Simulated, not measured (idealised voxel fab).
process module | voxel self aligned contacts
cross-section cut | 290 nm wide | cells 5 nm
A cross-section is a grid of square cells, given in bands from the top down. A band is one or more rows of cells.
Each band's line starts with the height of the band's top and of its bottom, in nm. Then come its materials from left to right, each with its width in nm. One material with "throughout" fills the band from edge to edge. "air" is empty space.
Height 0 is the level under which the wafer as received is all one material. The lowest band goes on downwards, as in "0 down".
A width such as "30 to 40" changes by the same amount from each row of cells to the next, from the band's top row to its bottom row.
"no change" after a step means that no cell of the cross-section changed.
closed voids: empty space of 8 cells or more with no open way to the top, each as width x height at its distance from the left edge, in nm
after a step's settings: what the simulator itself notes on the step
overlay nm, on a step with a mask: how far to the right of its planned place the mask lay; to the left if negative
plan
1 op RECEIVE | material Si
2 op CONFORMAL_DEP | material SiO2 | thk nm 5
3 op DIRECTIONAL_DEP | material polySi | thk nm 25
4 op DIRECTIONAL_DEP | material SiN | thk nm 15
5 op PATTERN | tone cover | mask id GATE | material resist | width nm 35 | pitch nm 60 | thk nm 15 | overlay nm 0
6 op DIRECTIONAL_ETCH | etch materials SiN | depth nm 15
7 op DIRECTIONAL_ETCH | etch materials polySi | depth nm 25
8 op STRIP | etch materials resist
9 op CONFORMAL_DEP | material SiN | thk nm 5
10 op DIRECTIONAL_ETCH | etch materials SiN | depth nm 5
11 op FILL_DEP | material SiO2 | thk nm 20
12 op CMP | height nm 55
13 op DIRECTIONAL_DEP | material aC | thk nm 15
14 op PATTERN | tone open | mask id CONTACT | material resist | width nm 35 | thk nm 35 | overlay nm 0
15 op DIRECTIONAL_ETCH | etch materials aC | depth nm 15
16 op STRIP | etch materials resist
17 op DIRECTIONAL_ETCH | etch materials SiO2 | depth nm 55
18 op STRIP | etch materials aC
19 op CONFORMAL_DEP | material TiN | thk nm 5
20 op FILL_DEP | material Ru | thk nm 10
21 op CMP | height nm 55
22 op CONFORMAL_DEP | material SiCN | thk nm 5
as received, after step 1
  0 down: Si throughout
  closed voids: none
a wafer at the end: this start, this plan, one mistake
  60 to 55: SiCN throughout
  55 to 45: SiO2 125 | TiN 5 to 15 | Ru 25 to 5 | TiN 5 to 15 | SiO2 130
  45 to 30: SiO2 90 | SiN 45 | TiN 5 | Ru 5 | TiN 5 | SiN 45 | SiO2 95
  30 to 15: SiO2 90 | SiN 5 | polySi 35 | SiN 5 | TiN 5 | Ru 5 | TiN 5 | SiN 5 | polySi 35 | SiN 5 | SiO2 95
  15 to 10: SiO2 90 | SiN 5 | polySi 35 | SiN 5 | TiN 15 | SiN 5 | polySi 35 | SiN 5 | SiO2 95
  10 to 5: SiN 95 | polySi 35 | SiN 25 | polySi 35 | SiN 100
  5 to 0: SiO2 throughout
  0 down: Si throughout
  closed voids: none
what went wrong: steps 9 and 10 were swapped
